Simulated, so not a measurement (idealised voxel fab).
The process module presented herein is designated voxel ribs on slabs.
cross-section cut | 270 nm wide | cells 5 nm
In this document a cross-section is written as a grid of square cells. It is given as a series of bands, listed from the top down, and a band is one or more rows of cells. Top, bottom (nm), then materials left to right with widths (nm); lone material tagged "all across" fills the whole band edge to edge; "blank" = empty space. We count height from 0. Below that, the starting wafer is all one material. The lowest band never ends at the bottom but goes on down; see "0 -> down" for how that is written. Top row gets the first number, bottom row gets the second, and each row in between changes by the same step: that is how a band width like "30->40" works. "same as before" after a step means that no cell of the cross-section changed. Any empty space of 8 cells or more lacking an open way to the top shows up in "Listed closed voids" as width x height at distance, distance from the left edge, in nm. Step line, after settings: the simulator's comment on this step. If you see "overlay nm" on a step's line and that step has a mask, it's telling you how far right of where it was planned the mask ended up; a negative number means it went left instead.
**Process steps (planned)**
- 1: RECEIVE, material Si
- 2: DIRECTIONAL_DEP, material SiO2, thk nm 25
- 3: DIRECTIONAL_DEP, material SiN, thk nm 20
- 4: DIRECTIONAL_DEP, material aC, thk nm 15
- 5: PATTERN, tone cover, mask id RIB, material resist, width nm 15, thk nm 35, overlay nm 0
- 6: DIRECTIONAL_ETCH, etch materials aC, depth nm 15
- 7: STRIP, etch materials resist
- 8: DIRECTIONAL_ETCH, etch materials SiN, depth nm 5
- 9: STRIP, etch materials aC
- 10: MASKED_ETCH, tone cover, mask id SLAB, width nm 55, etch materials SiN, depth nm 15, overlay nm 0
- 11: FILL_DEP, material SiO2, thk nm 15
- 12: CMP, height nm 55
- 13: DIRECTIONAL_DEP, material W, thk nm 10
- 14: PATTERN, tone cover, mask id HEATER, material resist, width nm 25, thk nm 15, overlay nm 0
- 15: DIRECTIONAL_ETCH, etch materials W, depth nm 10
- 16: STRIP, etch materials resist
- 17: CONFORMAL_DEP, material SiN, thk nm 5
**First of two wafers, processed according to plan**
**The cross-section here shows the wafer as received, i.e. in its state after step 1**
	0 -> down  Si all across
	Listed closed voids: none
**Cross-section of the wafer after step 2**
	25 -> 0  SiO2 all across
	Unchanged below 0.
**Cross-section of the wafer after step 3**
	45 -> 25  SiN all across
	Unchanged below 25.
**Cross-section of the wafer after step 4**
	60 -> 45  aC all across
	Unchanged below 45.
**Cross-section of the wafer after step 5**
	95 -> 60  125 nm blank  15 nm resist  130 nm blank
	Unchanged below 60.
**Cross-section of the wafer after step 6**
	80 -> 60  125 nm blank  15 nm resist  130 nm blank
	60 -> 45  125 nm blank  15 nm aC  130 nm blank
	Unchanged below 45.
**Cross-section of the wafer after step 7**
	60 -> 45  125 nm blank  15 nm aC  130 nm blank
	Unchanged below 45.
**Cross-section of the wafer after step 8**
	60 -> 45  125 nm blank  15 nm aC  130 nm blank
	45 -> 40  125 nm blank  15 nm SiN  130 nm blank
	Unchanged below 40.
**Cross-section of the wafer after step 9**
	45 -> 40  125 nm blank  15 nm SiN  130 nm blank
	Unchanged below 40.
**Cross-section of the wafer after step 10**
	45 -> 40  125 nm blank  15 nm SiN  130 nm blank
	40 -> 25  105 nm blank  55 nm SiN  110 nm blank
	Unchanged below 25.
**Cross-section of the wafer after step 11**
	60 -> 45  SiO2 all across
	45 -> 40  125 nm SiO2  15 nm SiN  130 nm SiO2
	40 -> 25  105 nm SiO2  55 nm SiN  110 nm SiO2
	Unchanged below 25.
**Cross-section of the wafer after step 12**
	55 -> 45  SiO2 all across
	Unchanged below 45.
**Cross-section of the wafer after step 13**
	65 -> 55  W all across
	Unchanged below 55.
**Cross-section of the wafer after step 14**
	80 -> 65  120 nm blank  25 nm resist  125 nm blank
	Unchanged below 65.
**Cross-section of the wafer after step 15**
	80 -> 65  120 nm blank  25 nm resist  125 nm blank
	65 -> 55  120 nm blank  25 nm W  125 nm blank
	Unchanged below 55.
**Cross-section of the wafer after step 16**
	65 -> 55  120 nm blank  25 nm W  125 nm blank
	Unchanged below 55.
**Cross-section of the wafer after step 17**
	70 -> 65  115 nm blank  35 nm SiN  120 nm blank
	65 -> 60  115 nm blank  5 nm SiN  25 nm W  5 nm SiN  120 nm blank
	60 -> 55  120 nm SiN  25 nm W  125 nm SiN
	Unchanged below 55.
**The second wafer began exactly as the first did and followed the same plan, but one mistake was made while running it; through step 2 inclusive, the two wafers are identical**
**The second wafer in cross-section, at the planned close of step 3**
	40 -> 25  aC all across
	Unchanged below 25.
**The second wafer in cross-section, at the planned close of step 4**
	60 -> 40  SiN all across
	Unchanged below 40.
**The second wafer in cross-section, at the planned close of step 5**
	95 -> 60  125 nm blank  15 nm resist  130 nm blank
	Unchanged below 60.
**The second wafer in cross-section, at the planned close of step 6**
	80 -> 60  125 nm blank  15 nm resist  130 nm blank
	Unchanged below 60.
**The second wafer in cross-section, at the planned close of step 7**
	60 -> 40  SiN all across
	Unchanged below 40.
**The second wafer in cross-section, at the planned close of step 8**
	55 -> 40  SiN all across
	Unchanged below 40.
The second wafer in cross-section, at the planned close of step 9: same as before
**The second wafer in cross-section, at the planned close of step 10**
	55 -> 40  105 nm blank  55 nm SiN  110 nm blank
	Unchanged below 40.
**The second wafer in cross-section, at the planned close of step 11**
	70 -> 55  SiO2 all across
	55 -> 40  105 nm SiO2  55 nm SiN  110 nm SiO2
	Unchanged below 40.
**The second wafer in cross-section, at the planned close of step 12**
	55 -> 40  105 nm SiO2  55 nm SiN  110 nm SiO2
	Unchanged below 40.
**The second wafer in cross-section, at the planned close of step 13**
	65 -> 55  W all across
	Unchanged below 55.
**The second wafer in cross-section, at the planned close of step 14**
	80 -> 65  120 nm blank  25 nm resist  125 nm blank
	Unchanged below 65.
**The second wafer in cross-section, at the planned close of step 15**
	80 -> 65  120 nm blank  25 nm resist  125 nm blank
	65 -> 55  120 nm blank  25 nm W  125 nm blank
	Unchanged below 55.
**The second wafer in cross-section, at the planned close of step 16**
	65 -> 55  120 nm blank  25 nm W  125 nm blank
	Unchanged below 55.
**The second wafer in cross-section, at the planned close of step 17**
	70 -> 65  115 nm blank  35 nm SiN  120 nm blank
	65 -> 60  115 nm blank  5 nm SiN  25 nm W  5 nm SiN  120 nm blank
	60 -> 55  120 nm SiN  25 nm W  125 nm SiN
	Unchanged below 55.
Finding, execution versus plan: the run placed steps 3 and 4 each in the position the plan gave to the other
Wafer comparison, final, in cells, second relative to first, materials more or fewer: -3 SiN; -159 SiO2; +162 aC
